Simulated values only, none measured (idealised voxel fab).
The document below concerns the process module designated voxel air gaps.
Section cut is 265 nm wide and gridded with 5 nm square cells.
A cross-section is a grid of square cells, given in bands from the top down. A band is one or more rows of cells. Read a band's entry like this: the first values are the height of its top and the height of its bottom in nm, and what follows is the sequence of materials from left to right, each with its width in nm. Note that "air" is empty space, and that a single material marked "all across" reaches across the band from edge to edge. Note: height 0 marks the level under which the wafer is uniformly one material as received. Lowest band unbounded below, written "0 -> down". The two numbers in a width such as "30..40" mark its ends across the band: the first belongs to the top row of cells, the second to the bottom row, and from each row to the next the width moves by the same amount. Any step labelled "nothing altered" changed none of the cells in the cross-section. For the entry "Closed empty spaces", the listed items are empty spaces with no open way to the top whose size is 8 cells or more; each item follows the pattern width x height at distance, where distance is from the left edge and all three are in nm. On a step's line, text after the settings is the simulator commenting on that step. overlay nm: on a step with a mask, how far right of its planned place the mask lay; negative means left.

# Set out below are the planned steps of the process
step 1: RECEIVE: material Si
step 2: CONFORMAL_DEP: material SiO2, thk nm 15
step 3: CONFORMAL_DEP: material SiN, thk nm 5
step 4: DIRECTIONAL_DEP: material SiO2, thk nm 40
step 5: DIRECTIONAL_DEP: material aC, thk nm 15
step 6: PATTERN: tone open, mask id LINES, material resist, width nm 25, pitch nm 55, thk nm 35, overlay nm 0
step 7: DIRECTIONAL_ETCH: etch materials aC, depth nm 15
step 8: STRIP: etch materials resist
step 9: DIRECTIONAL_ETCH: etch materials SiO2, depth nm 40
step 10: STRIP: etch materials aC
step 11: CONFORMAL_DEP: material TiN, thk nm 5
step 12: FILL_DEP: material W, thk nm 10
step 13: CMP: height nm 60
step 14: EPI: material Ru, thk nm 10
step 15: SELECTIVE_ETCH: etch materials SiO2, depth nm 50
step 16: CONFORMAL_DEP: material SiCN, thk nm 5

# Here's what the wafer looked like in cross-section when it arrived - that's after step 1
0 -> down: Si all across
Closed empty spaces: none

# The first of two wafers, cross-sectioned at the end of the module, with the run proceeding as planned
75 -> 70: air 20 nm; SiCN 220 nm; air 25 nm
70 -> 60: air 20 nm; SiCN 5 nm; Ru 45 nm; SiCN 10 nm; Ru 45 nm; SiCN 10 nm; Ru 45 nm; SiCN 10 nm; Ru 45 nm; SiCN 5 nm; air 25 nm
60 -> 55: air 20 nm; SiCN 15 nm; TiN 5 nm; W 15 nm; TiN 5 nm; SiCN 30 nm; TiN 5 nm; W 15 nm; TiN 5 nm; SiCN 30 nm; TiN 5 nm; W 15 nm; TiN 5 nm; SiCN 30 nm; TiN 5 nm; W 15 nm; TiN 5 nm; SiCN 15 nm; air 25 nm
55 -> 25: air 30 nm; SiCN 5 nm; TiN 5 nm; W 15 nm; TiN 5 nm; SiCN 5 nm; air 20 nm; SiCN 5 nm; TiN 5 nm; W 15 nm; TiN 5 nm; SiCN 5 nm; air 20 nm; SiCN 5 nm; TiN 5 nm; W 15 nm; TiN 5 nm; SiCN 5 nm; air 20 nm; SiCN 5 nm; TiN 5 nm; W 15 nm; TiN 5 nm; SiCN 5 nm; air 35 nm
25 -> 20: SiCN 35 nm; TiN 25 nm; SiCN 30 nm; TiN 25 nm; SiCN 30 nm; TiN 25 nm; SiCN 30 nm; TiN 25 nm; SiCN 40 nm
20 -> 15: SiN all across
15 -> 0: SiO2 all across
0 -> down: Si all across
Closed empty spaces: 20 x 30 at 65; 20 x 30 at 120; 20 x 30 at 175

# Second wafer through the module, sectioned at the end: same beginning and same plan as the first wafer, with one mistake in carrying it out
75 -> 70: air 20 nm; SiCN 220 nm; air 25 nm
70 -> 60: air 20 nm; SiCN 5 nm; Ru 45 nm; SiCN 10 nm; Ru 45 nm; SiCN 10 nm; Ru 45 nm; SiCN 10 nm; Ru 45 nm; SiCN 5 nm; air 25 nm
60 -> 55: air 20 nm; SiCN 15 nm; TiN 5 nm; W 15 nm; TiN 5 nm; SiCN 30 nm; TiN 5 nm; W 15 nm; TiN 5 nm; SiCN 30 nm; TiN 5 nm; W 15 nm; TiN 5 nm; SiCN 30 nm; TiN 5 nm; W 15 nm; TiN 5 nm; SiCN 15 nm; air 25 nm
55 -> 25: air 30 nm; SiCN 5 nm; TiN 5 nm; W 15 nm; TiN 5 nm; SiCN 5 nm; air 20 nm; SiCN 5 nm; TiN 5 nm; W 15 nm; TiN 5 nm; SiCN 5 nm; air 20 nm; SiCN 5 nm; TiN 5 nm; W 15 nm; TiN 5 nm; SiCN 5 nm; air 20 nm; SiCN 5 nm; TiN 5 nm; W 15 nm; TiN 5 nm; SiCN 5 nm; air 35 nm
25 -> 20: air 30 nm; SiCN 5 nm; TiN 25 nm; SiCN 5 nm; air 20 nm; SiCN 5 nm; TiN 25 nm; SiCN 5 nm; air 20 nm; SiCN 5 nm; TiN 25 nm; SiCN 5 nm; air 20 nm; SiCN 5 nm; TiN 25 nm; SiCN 5 nm; air 35 nm
20 -> 15: air 30 nm; SiCN 15 nm; SiO2 5 nm; SiCN 15 nm; air 20 nm; SiCN 15 nm; SiO2 5 nm; SiCN 15 nm; air 20 nm; SiCN 15 nm; SiO2 5 nm; SiCN 15 nm; air 20 nm; SiCN 15 nm; SiO2 5 nm; SiCN 15 nm; air 35 nm
15 -> 10: SiCN 45 nm; SiO2 5 nm; SiCN 50 nm; SiO2 5 nm; SiCN 50 nm; SiO2 5 nm; SiCN 50 nm; SiO2 5 nm; SiCN 50 nm
10 -> 5: SiO2 all across
5 -> 0: SiN all across
0 -> down: Si all across
Closed empty spaces: 20 x 40 at 65; 20 x 40 at 120; 20 x 40 at 175
The mistake made against the process plan was this: swap of plan steps 2 and 3 during execution
Heads up, by the end the second wafer has more or fewer cells of some materials compared to the first: SiCN: 48 more, SiO2: 98 fewer
